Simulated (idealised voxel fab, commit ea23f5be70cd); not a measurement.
process module | voxel wiring stack
cross-section cut | 230 nm wide | cells 5 nm
A cross-section is a grid of square cells, given in bands from the top down. A band is one or more rows of cells.
Each band's line starts with the height of the band's top and of its bottom, in nm. Then come its materials from left to right, each with its width in nm. One material with "throughout" fills the band from edge to edge. "air" is empty space.
Height 0 is the level under which the wafer as received is all one material. The lowest band goes on downwards, as in "0 down".
A width such as "30 to 40" changes by the same amount from each row of cells to the next, from the band's top row to its bottom row.
"no change" after a step means that no cell of the cross-section changed.
closed voids: empty space of 8 cells or more with no open way to the top, each as width x height at its distance from the left edge, in nm
after a step's settings: what the simulator itself notes on the step
overlay nm, on a step with a mask: how far to the right of its planned place the mask lay; to the left if negative
plan
1 op RECEIVE | material Si
2 op CONFORMAL_DEP | material SiO2 | thk nm 10
3 op DIRECTIONAL_DEP | material TiN | thk nm 5
4 op DIRECTIONAL_DEP | material Ru | thk nm 25
5 op MASKED_ETCH | tone cover | mask id METAL_1 | width nm 25 | pitch nm 40 | etch materials Ru | depth nm 25 | overlay nm 0
6 op MASKED_ETCH | tone cover | mask id METAL_1 | width nm 25 | pitch nm 40 | etch materials TiN | depth nm 5 | overlay nm 0
7 op CONFORMAL_DEP | material SiN | thk nm 5
8 op FILL_DEP | material lowk | thk nm 10
9 op CMP | height nm 40
10 op CONFORMAL_DEP | material SiCN | thk nm 5
11 op DIRECTIONAL_DEP | material SiO2 | thk nm 15
12 op DIRECTIONAL_DEP | material aC | thk nm 15
13 op PATTERN | tone open | mask id PLUG_1 | material resist | width nm 15 | pitch nm 80 | thk nm 35 | overlay nm 0
14 op DIRECTIONAL_ETCH | etch materials aC | depth nm 15
15 op STRIP | etch materials resist
16 op DIRECTIONAL_ETCH | etch materials SiO2 | depth nm 15
17 op DIRECTIONAL_ETCH | etch materials SiCN | depth nm 5
18 op STRIP | etch materials aC
19 op CONFORMAL_DEP | material TiN | thk nm 5
20 op FILL_DEP | material Ru | thk nm 5
21 op CMP | height nm 60
22 op DIRECTIONAL_DEP | material TiN | thk nm 5
23 op DIRECTIONAL_DEP | material Ru | thk nm 20
24 op MASKED_ETCH | tone cover | mask id METAL_2 | width nm 25 | pitch nm 40 | etch materials Ru | depth nm 20 | overlay nm 0
25 op MASKED_ETCH | tone cover | mask id METAL_2 | width nm 25 | pitch nm 40 | etch materials TiN | depth nm 5 | overlay nm 0
26 op CONFORMAL_DEP | material SiN | thk nm 5
27 op FILL_DEP | material lowk | thk nm 10
28 op CMP | height nm 85
29 op CONFORMAL_DEP | material SiCN | thk nm 5
as received, after step 1
  0 down: Si throughout
  closed voids: none
first wafer at the end, as planned
  90 to 85: SiCN throughout
  85 to 65: lowk 35 | SiN 5 | Ru 25 | SiN 5 | lowk 5 | SiN 5 | Ru 25 | SiN 5 | lowk 5 | SiN 5 | Ru 25 | SiN 5 | lowk 5 | SiN 5 | Ru 25 | SiN 5 | lowk 40
  65 to 60: SiN 40 | TiN 25 | SiN 15 | TiN 25 | SiN 15 | TiN 25 | SiN 15 | TiN 25 | SiN 45
  60 to 45: SiO2 40 | TiN 5 | Ru 5 | TiN 5 | SiO2 65 | TiN 5 | Ru 5 | TiN 5 | SiO2 95
  45 to 40: SiCN 40 | TiN 15 | SiCN 65 | TiN 15 | SiCN 95
  40 to 15: lowk 35 | SiN 5 | Ru 25 | SiN 5 | lowk 5 | SiN 5 | Ru 25 | SiN 5 | lowk 5 | SiN 5 | Ru 25 | SiN 5 | lowk 5 | SiN 5 | Ru 25 | SiN 5 | lowk 40
  15 to 10: SiN 40 | TiN 25 | SiN 15 | TiN 25 | SiN 15 | TiN 25 | SiN 15 | TiN 25 | SiN 45
  10 to 0: SiO2 throughout
  0 down: Si throughout
  closed voids: none
second wafer at the end: like start, like plan, one mistake
  90 to 85: SiCN throughout
  85 to 65: lowk 35 | SiN 5 | Ru 25 | SiN 5 | lowk 5 | SiN 5 | Ru 25 | SiN 5 | lowk 5 | SiN 5 | Ru 25 | SiN 5 | lowk 5 | SiN 5 | Ru 25 | SiN 5 | lowk 40
  65 to 60: SiN 40 | TiN 25 | SiN 15 | TiN 25 | SiN 15 | TiN 25 | SiN 15 | TiN 25 | SiN 45
  60 to 45: SiO2 40 | TiN 5 | Ru 5 | TiN 5 | SiO2 65 | TiN 5 | Ru 5 | TiN 5 | SiO2 95
  45 to 40: SiCN 40 | TiN 15 | SiCN 65 | TiN 15 | SiCN 95
  40 to 35: lowk 35 | SiN 35 | lowk 5 | SiN 35 | lowk 5 | SiN 35 | lowk 5 | SiN 35 | lowk 40
  35 to 10: lowk 35 | SiN 5 | Ru 25 | SiN 5 | lowk 5 | SiN 5 | Ru 25 | SiN 5 | lowk 5 | SiN 5 | Ru 25 | SiN 5 | lowk 5 | SiN 5 | Ru 25 | SiN 5 | lowk 40
  10 to 5: SiN 40 | TiN 25 | SiN 15 | TiN 25 | SiN 15 | TiN 25 | SiN 15 | TiN 25 | SiN 45
  5 to 0: SiO2 throughout
  0 down: Si throughout
  closed voids: none
what went wrong: step 2 ran as: op CONFORMAL_DEP | material SiO2 | thk nm 5
at the end the second wafer has, in cells: 28 more of SiN | 46 fewer of SiO2 | 18 more of lowk
